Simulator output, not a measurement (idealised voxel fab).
Process module name: voxel double patterning
155 nm wide, 5 nm square cells: that's cross-section cut.
A cross-section is a grid of square cells, given in bands from the top down. A band is one or more rows of cells.
Top height, bottom height, nm. Materials left to right, width each, nm. Single material + "full width" = fills band edge to edge. "air" = empty.
Ref level 0: as-received wafer is one material below here. Bottom band extends down with no lower bound ("0 down").
Note: "30->40" means the width goes from the first number (top row of the band) to the second number (bottom row) in equal steps per row of cells.
"remained unchanged" for a step: no cell of the cross-section changed in that step.
Under "Fully sealed voids" you'll find the enclosed gaps, the ones with no way out to the top, that are 8 cells or bigger; each reads width x height at distance, with distance counted from the left edge, everything in nm.
Text after the settings on a step's line: the simulator's own remark on that step.
overlay nm: mask right of planned place by this much (step with mask). Neg. = left.

[So here's the lineup of process steps we planned]
1: RECEIVE | material Si
2: CONFORMAL_DEP | material SiO2 | thk nm 10
3: DIRECTIONAL_DEP | material polySi | thk nm 15
4: DIRECTIONAL_DEP | material SiCN | thk nm 10
5: MASKED_ETCH | tone open | mask id FIRST | width nm 15 | pitch nm 50 | etch materials SiCN | depth nm 10 | overlay nm 0
6: MASKED_ETCH | tone open | mask id SECOND | width nm 15 | pitch nm 50 | etch materials SiCN | depth nm 10 | overlay nm 0
7: DIRECTIONAL_ETCH | etch materials polySi | depth nm 15
8: STRIP | etch materials SiCN

[Concerning the first of two wafers, which was run in accordance with the plan]

[Cross-section: wafer on arrival = after step 1]
- 0 down | Si full width
- Fully sealed voids: none

[How the wafer stands in section after step 2]
- 10 to 0 | SiO2 full width
- below 0: unchanged

[How the wafer stands in section after step 3]
- 25 to 10 | polySi full width
- below 10: unchanged

[How the wafer stands in section after step 4]
- 35 to 25 | SiCN full width
- below 25: unchanged

[How the wafer stands in section after step 5]
- 35 to 25 | SiCN 20 nm, then air 15 nm, then SiCN 35 nm, then air 15 nm, then SiCN 35 nm, then air 15 nm, then SiCN 20 nm
- below 25: unchanged

[How the wafer stands in section after step 6]
- 35 to 25 | SiCN 20 nm, then air 15 nm, then SiCN 10 nm, then air 15 nm, then SiCN 10 nm, then air 15 nm, then SiCN 10 nm, then air 15 nm, then SiCN 10 nm, then air 15 nm, then SiCN 20 nm
- below 25: unchanged

[How the wafer stands in section after step 7]
- 35 to 25 | SiCN 20 nm, then air 15 nm, then SiCN 10 nm, then air 15 nm, then SiCN 10 nm, then air 15 nm, then SiCN 10 nm, then air 15 nm, then SiCN 10 nm, then air 15 nm, then SiCN 20 nm
- 25 to 10 | polySi 20 nm, then air 15 nm, then polySi 10 nm, then air 15 nm, then polySi 10 nm, then air 15 nm, then polySi 10 nm, then air 15 nm, then polySi 10 nm, then air 15 nm, then polySi 20 nm
- below 10: unchanged

[How the wafer stands in section after step 8]
- 25 to 10 | polySi 20 nm, then air 15 nm, then polySi 10 nm, then air 15 nm, then polySi 10 nm, then air 15 nm, then polySi 10 nm, then air 15 nm, then polySi 10 nm, then air 15 nm, then polySi 20 nm
- below 10: unchanged

[Okay, second wafer. Nothing different at the start, nothing different in the plan, just one mistake somewhere in the running. As far as step 4, counting that step, it's the first wafer all over again]

[Second wafer profile in section, at the moment step 5 of the plan was meant to be complete]
- 35 to 25 | air 20 nm, then SiCN 15 nm, then air 35 nm, then SiCN 15 nm, then air 35 nm, then SiCN 15 nm, then air 20 nm
- below 25: unchanged

Second wafer profile in section, at the moment step 6 of the plan was meant to be complete: remained unchanged

[Second wafer profile in section, at the moment step 7 of the plan was meant to be complete]
- 35 to 25 | air 20 nm, then SiCN 15 nm, then air 35 nm, then SiCN 15 nm, then air 35 nm, then SiCN 15 nm, then air 20 nm
- 25 to 10 | air 20 nm, then polySi 15 nm, then air 35 nm, then polySi 15 nm, then air 35 nm, then polySi 15 nm, then air 20 nm
- below 10: unchanged

[Second wafer profile in section, at the moment step 8 of the plan was meant to be complete]
- 25 to 10 | air 20 nm, then polySi 15 nm, then air 35 nm, then polySi 15 nm, then air 35 nm, then polySi 15 nm, then air 20 nm
- below 10: unchanged
In executing the process, a mistake was made relative to the plan: step 5 ran as: MASKED_ETCH | tone cover | mask id FIRST | width nm 15 | pitch nm 50 | etch materials SiCN | depth nm 10 | overlay nm 0
End check, counted in cells, second wafer has more or fewer of these materials than the first: 21 fewer of polySi
